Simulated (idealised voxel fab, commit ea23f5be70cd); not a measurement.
The document below concerns the process module designated voxel self aligned contacts.
The width of the displayed cross-section, cut, is 270 nm; its cells are square, with a size of 5 nm.
Reading order for cross-sections: top band down to bottom band. Underlying form: a grid of square cells. Band size: one or more rows of cells. A band entry consists of two parts. The first gives the height of the band's top and the height of its bottom, in nm. The rest lists the band's materials from left to right, each with its width in nm. A single material labelled with the word "throughout" fills the band from edge to edge, and the word "air" marks empty space. Measure heights from 0. That's the level where, below it, the as-received wafer is all one material. The lowest band is bottomless and extends downward; write it as in "0 -> down". With a width like "30 to 40", each row of cells in the band differs from the next by the same amount, the top row carrying the first number and the bottom row the second. "nothing altered" (step): cross-section cells unchanged, all of them. For the entry "Voids lacking openings", the listed items are empty spaces with no open way to the top whose size is 8 cells or more; each item follows the pattern width x height at distance, where distance is from the left edge and all three are in nm. Note: text after step settings on the step line = simulator remark on that step. What "overlay nm" on a step's line means: if the step has a mask, that mask lay this far to the right of its planned place, or, when the value is negative, to the left.

**So here's the lineup of process steps we planned**
step 1: RECEIVE (material Si)
step 2: OXIDIZE (depth nm 5)
step 3: DIRECTIONAL_DEP (material polySi; thk nm 20)
step 4: DIRECTIONAL_DEP (material SiN; thk nm 20)
step 5: MASKED_ETCH (tone cover; mask id GATE; width nm 25; pitch nm 60; etch materials SiN; depth nm 20; overlay nm 0)
step 6: MASKED_ETCH (tone cover; mask id GATE; width nm 25; pitch nm 60; etch materials polySi; depth nm 20; overlay nm 0)
step 7: CONFORMAL_DEP (material SiN; thk nm 5)
step 8: DIRECTIONAL_ETCH (etch materials SiN; depth nm 5)
step 9: FILL_DEP (material SiO2; thk nm 10)
step 10: CMP (height nm 45)
step 11: PATTERN (tone open; mask id CONTACT; material resist; width nm 45; thk nm 15; overlay nm 0)
step 12: DIRECTIONAL_ETCH (etch materials SiO2; depth nm 50)
step 13: STRIP (etch materials resist)
step 14: CONFORMAL_DEP (material TiN; thk nm 5)
step 15: FILL_DEP (material W; thk nm 5)
step 16: CMP (height nm 45)
step 17: CONFORMAL_DEP (material SiCN; thk nm 5)

**Account of the first of two wafers, which was processed as intended**

**So this is the incoming wafer in cross-section - it's already been through step 1**
0 -> down = Si throughout
Voids lacking openings: none

**Cross-section of the wafer subsequent to step 2**
0 -> -5 = SiO2 throughout
Whatever lies below -5 is exactly as it was before.

**Cross-section of the wafer subsequent to step 3**
20 -> 0 = polySi throughout
Whatever lies below 0 is exactly as it was before.

**Cross-section of the wafer subsequent to step 4**
40 -> 20 = SiN throughout
Whatever lies below 20 is exactly as it was before.

**Cross-section of the wafer subsequent to step 5**
40 -> 20 = 90 of air, 25 of SiN, 35 of air, 25 of SiN, 95 of air
Whatever lies below 20 is exactly as it was before.

**Cross-section of the wafer subsequent to step 6**
40 -> 20 = 90 of air, 25 of SiN, 35 of air, 25 of SiN, 95 of air
20 -> 0 = 90 of air, 25 of polySi, 35 of air, 25 of polySi, 95 of air
Whatever lies below 0 is exactly as it was before.

**Cross-section of the wafer subsequent to step 7**
45 -> 20 = 85 of air, 35 of SiN, 25 of air, 35 of SiN, 90 of air
20 -> 5 = 85 of air, 5 of SiN, 25 of polySi, 5 of SiN, 25 of air, 5 of SiN, 25 of polySi, 5 of SiN, 90 of air
5 -> 0 = 90 of SiN, 25 of polySi, 35 of SiN, 25 of polySi, 95 of SiN
Whatever lies below 0 is exactly as it was before.

**Cross-section of the wafer subsequent to step 8**
40 -> 20 = 85 of air, 35 of SiN, 25 of air, 35 of SiN, 90 of air
20 -> 0 = 85 of air, 5 of SiN, 25 of polySi, 5 of SiN, 25 of air, 5 of SiN, 25 of polySi, 5 of SiN, 90 of air
Whatever lies below 0 is exactly as it was before.

**Cross-section of the wafer subsequent to step 9**
50 -> 40 = SiO2 throughout
40 -> 20 = 85 of SiO2, 35 of SiN, 25 of SiO2, 35 of SiN, 90 of SiO2
20 -> 0 = 85 of SiO2, 5 of SiN, 25 of polySi, 5 of SiN, 25 of SiO2, 5 of SiN, 25 of polySi, 5 of SiN, 90 of SiO2
Whatever lies below 0 is exactly as it was before.

**Cross-section of the wafer subsequent to step 10**
45 -> 40 = SiO2 throughout
Whatever lies below 40 is exactly as it was before.

**Cross-section of the wafer subsequent to step 11**
60 -> 45 = 110 of resist, 45 of air, 115 of resist
Whatever lies below 45 is exactly as it was before.

**Cross-section of the wafer subsequent to step 12**
60 -> 45 = 110 of resist, 45 of air, 115 of resist
45 -> 40 = 110 of SiO2, 45 of air, 115 of SiO2
40 -> 20 = 85 of SiO2, 35 of SiN, 25 of air, 35 of SiN, 90 of SiO2
20 -> 0 = 85 of SiO2, 5 of SiN, 25 of polySi, 5 of SiN, 25 of air, 5 of SiN, 25 of polySi, 5 of SiN, 90 of SiO2
0 -> -5 = 120 of SiO2, 25 of air, 125 of SiO2
Whatever lies below -5 is exactly as it was before.

**Cross-section of the wafer subsequent to step 13**
45 -> 40 = 110 of SiO2, 45 of air, 115 of SiO2
Whatever lies below 40 is exactly as it was before.

**Cross-section of the wafer subsequent to step 14**
50 -> 45 = 115 of TiN, 35 of air, 120 of TiN
45 -> 40 = 110 of SiO2, 15 of TiN, 15 of air, 15 of TiN, 115 of SiO2
40 -> 20 = 85 of SiO2, 35 of SiN, 5 of TiN, 15 of air, 5 of TiN, 35 of SiN, 90 of SiO2
20 -> 0 = 85 of SiO2, 5 of SiN, 25 of polySi, 5 of SiN, 5 of TiN, 15 of air, 5 of TiN, 5 of SiN, 25 of polySi, 5 of SiN, 90 of SiO2
0 -> -5 = 120 of SiO2, 25 of TiN, 125 of SiO2
Whatever lies below -5 is exactly as it was before.

**Cross-section of the wafer subsequent to step 15**
55 -> 50 = W throughout
50 -> 45 = 115 of TiN, 35 of W, 120 of TiN
45 -> 40 = 110 of SiO2, 15 of TiN, 15 of W, 15 of TiN, 115 of SiO2
40 -> 20 = 85 of SiO2, 35 of SiN, 5 of TiN, 15 of W, 5 of TiN, 35 of SiN, 90 of SiO2
20 -> 0 = 85 of SiO2, 5 of SiN, 25 of polySi, 5 of SiN, 5 of TiN, 15 of W, 5 of TiN, 5 of SiN, 25 of polySi, 5 of SiN, 90 of SiO2
Whatever lies below 0 is exactly as it was before.

**Cross-section of the wafer subsequent to step 16**
45 -> 40 = 110 of SiO2, 15 of TiN, 15 of W, 15 of TiN, 115 of SiO2
Whatever lies below 40 is exactly as it was before.

**Cross-section of the wafer subsequent to step 17**
50 -> 45 = SiCN throughout
Whatever lies below 45 is exactly as it was before.

**The second wafer was prepared from the same starting point and under the same plan as the first; its processing contained one mistake, and it remains indistinguishable from the first wafer up to and including step 10**

**At the planned end of step 11, the second wafer in cross-section**
60 -> 45 = 105 of resist, 55 of air, 110 of resist
Whatever lies below 45 is exactly as it was before.

**At the planned end of step 12, the second wafer in cross-section**
60 -> 45 = 105 of resist, 55 of air, 110 of resist
45 -> 40 = 105 of SiO2, 55 of air, 110 of SiO2
40 -> 20 = 85 of SiO2, 35 of SiN, 25 of air, 35 of SiN, 90 of SiO2
20 -> 0 = 85 of SiO2, 5 of SiN, 25 of polySi, 5 of SiN, 25 of air, 5 of SiN, 25 of polySi, 5 of SiN, 90 of SiO2
0 -> -5 = 120 of SiO2, 25 of air, 125 of SiO2
Whatever lies below -5 is exactly as it was before.

**At the planned end of step 13, the second wafer in cross-section**
45 -> 40 = 105 of SiO2, 55 of air, 110 of SiO2
Whatever lies below 40 is exactly as it was before.

**At the planned end of step 14, the second wafer in cross-section**
50 -> 45 = 110 of TiN, 45 of air, 115 of TiN
45 -> 40 = 105 of SiO2, 20 of TiN, 15 of air, 20 of TiN, 110 of SiO2
40 -> 20 = 85 of SiO2, 35 of SiN, 5 of TiN, 15 of air, 5 of TiN, 35 of SiN, 90 of SiO2
20 -> 0 = 85 of SiO2, 5 of SiN, 25 of polySi, 5 of SiN, 5 of TiN, 15 of air, 5 of TiN, 5 of SiN, 25 of polySi, 5 of SiN, 90 of SiO2
0 -> -5 = 120 of SiO2, 25 of TiN, 125 of SiO2
Whatever lies below -5 is exactly as it was before.

**At the planned end of step 15, the second wafer in cross-section**
55 -> 50 = W throughout
50 -> 45 = 110 of TiN, 45 of W, 115 of TiN
45 -> 40 = 105 of SiO2, 20 of TiN, 15 of W, 20 of TiN, 110 of SiO2
40 -> 20 = 85 of SiO2, 35 of SiN, 5 of TiN, 15 of W, 5 of TiN, 35 of SiN, 90 of SiO2
20 -> 0 = 85 of SiO2, 5 of SiN, 25 of polySi, 5 of SiN, 5 of TiN, 15 of W, 5 of TiN, 5 of SiN, 25 of polySi, 5 of SiN, 90 of SiO2
Whatever lies below 0 is exactly as it was before.

**At the planned end of step 16, the second wafer in cross-section**
45 -> 40 = 105 of SiO2, 20 of TiN, 15 of W, 20 of TiN, 110 of SiO2
Whatever lies below 40 is exactly as it was before.

**At the planned end of step 17, the second wafer in cross-section**
50 -> 45 = SiCN throughout
Whatever lies below 45 is exactly as it was before.
What went wrong in running the wafer? rather than as planned, step 11 actually ran as PATTERN (tone open; mask id CONTACT; material resist; width nm 55; thk nm 15; overlay nm 0)
The closing comparison, in cells, has the second wafer with more or fewer of some materials than the first: -2 SiO2; +2 TiN
